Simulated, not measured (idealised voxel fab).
This section sets out a process module, namely voxel self aligned vias.
Cross-section cut spans 200 nm and uses square cells 5 nm in size.
Cross-sections here: square-cell grids, written as top-down lists of bands, a band being one or more rows of cells. The entry gives the band's vertical extent as a top height and a bottom height in nm, then its horizontal make-up as materials from left to right, each with a width in nm. "air" stands for empty space; a single material marked "throughout" fills the band edge to edge. Where do heights start? At 0: under that level the wafer as delivered is made of one material only. And the lowest band has no floor; it just carries on downward, as in "0 -> down". With a width like "30->40", each row of cells in the band differs from the next by the same amount, the top row carrying the first number and the bottom row the second. What does "no modifications" mean for a step? It means no cell of the cross-section changed in that step. Enclosed voids (no open way to top), threshold 8 cells or more, entry "Sealed voids", notation width x height at distance, distance from left edge, nm. What comes after the settings on a step's line is commentary from the simulator itself on that step. The optional step-line setting "overlay nm" applies to steps with a mask and quantifies how far to the right of its planned location the mask lay, a negative value indicating leftward placement.

**List of planned process steps**
1) RECEIVE [material Si]
2) CONFORMAL_DEP [material SiO2] [thk nm 10]
3) CONFORMAL_DEP [material SiCN] [thk nm 5]
4) DIRECTIONAL_DEP [material lowk] [thk nm 30]
5) DIRECTIONAL_DEP [material aC] [thk nm 15]
6) PATTERN [tone open] [mask id LINES] [material resist] [width nm 20] [pitch nm 60] [thk nm 35] [overlay nm 0]
7) DIRECTIONAL_ETCH [etch materials aC] [depth nm 15]
8) STRIP [etch materials resist]
9) DIRECTIONAL_ETCH [etch materials lowk] [depth nm 30]
10) STRIP [etch materials aC]
11) CONFORMAL_DEP [material TiN] [thk nm 5]
12) FILL_DEP [material W] [thk nm 5]
13) CMP [height nm 45]
14) SELECTIVE_ETCH [etch materials W Ru TiN] [depth nm 10]
15) FILL_DEP [material SiN] [thk nm 10]
16) CMP [height nm 45]
17) DIRECTIONAL_DEP [material lowk] [thk nm 20]
18) DIRECTIONAL_DEP [material aC] [thk nm 10]
19) PATTERN [tone open] [mask id VIAS] [material resist] [width nm 30] [thk nm 25] [overlay nm 0]
20) DIRECTIONAL_ETCH [etch materials aC] [depth nm 10]
21) STRIP [etch materials resist]
22) DIRECTIONAL_ETCH [etch materials lowk] [depth nm 20]
23) DIRECTIONAL_ETCH [etch materials SiN] [depth nm 10]
24) STRIP [etch materials aC]
25) CONFORMAL_DEP [material TiN] [thk nm 5]
26) FILL_DEP [material Ru] [thk nm 5]
27) CMP [height nm 65]
28) CONFORMAL_DEP [material SiN] [thk nm 5]

**As-received wafer cross-section (after step 1)**
- 0 -> down: Si throughout
- Sealed voids: none

**Module complete - cross-section of the first of two wafers, run according to plan**
- 70 -> 65: SiN throughout
- 65 -> 50: lowk=55 / TiN=5 / Ru=20 / TiN=5 / lowk=115
- 50 -> 45: lowk=55 / TiN=10 / Ru=10 / TiN=10 / lowk=115
- 45 -> 40: lowk=60 / TiN=5 / Ru=10 / TiN=5 / lowk=40 / SiN=20 / lowk=60
- 40 -> 35: lowk=60 / TiN=20 / lowk=40 / SiN=20 / lowk=60
- 35 -> 20: lowk=60 / TiN=5 / W=10 / TiN=5 / lowk=40 / TiN=5 / W=10 / TiN=5 / lowk=60
- 20 -> 15: lowk=60 / TiN=20 / lowk=40 / TiN=20 / lowk=60
- 15 -> 10: SiCN throughout
- 10 -> 0: SiO2 throughout
- 0 -> down: Si throughout
- Sealed voids: none

**Second wafer through the module, sectioned at the end: same beginning and same plan as the first wafer, with one mistake in carrying it out**
- 70 -> 65: SiN throughout
- 65 -> 45: lowk=55 / TiN=5 / Ru=20 / TiN=5 / lowk=115
- 45 -> 40: SiN=55 / TiN=5 / Ru=20 / TiN=5 / SiN=115
- 40 -> 35: SiN=55 / TiN=30 / SiN=115
- 35 -> 10: lowk=60 / TiN=5 / W=10 / TiN=5 / lowk=40 / TiN=5 / W=10 / TiN=5 / lowk=60
- 10 -> 5: lowk=60 / TiN=20 / lowk=40 / TiN=20 / lowk=60
- 5 -> 0: SiCN throughout
- 0 -> down: Si throughout
- Sealed voids: none
It is concluded that the wafer was processed incorrectly with respect to the plan, in that yeah, step 2 of the plan got skipped, never ran
In the final state, the cell counts of the second wafer exceed or fall short of those of the first for the following materials: +4 Ru; +60 SiN; -80 SiO2; +8 TiN; +8 W
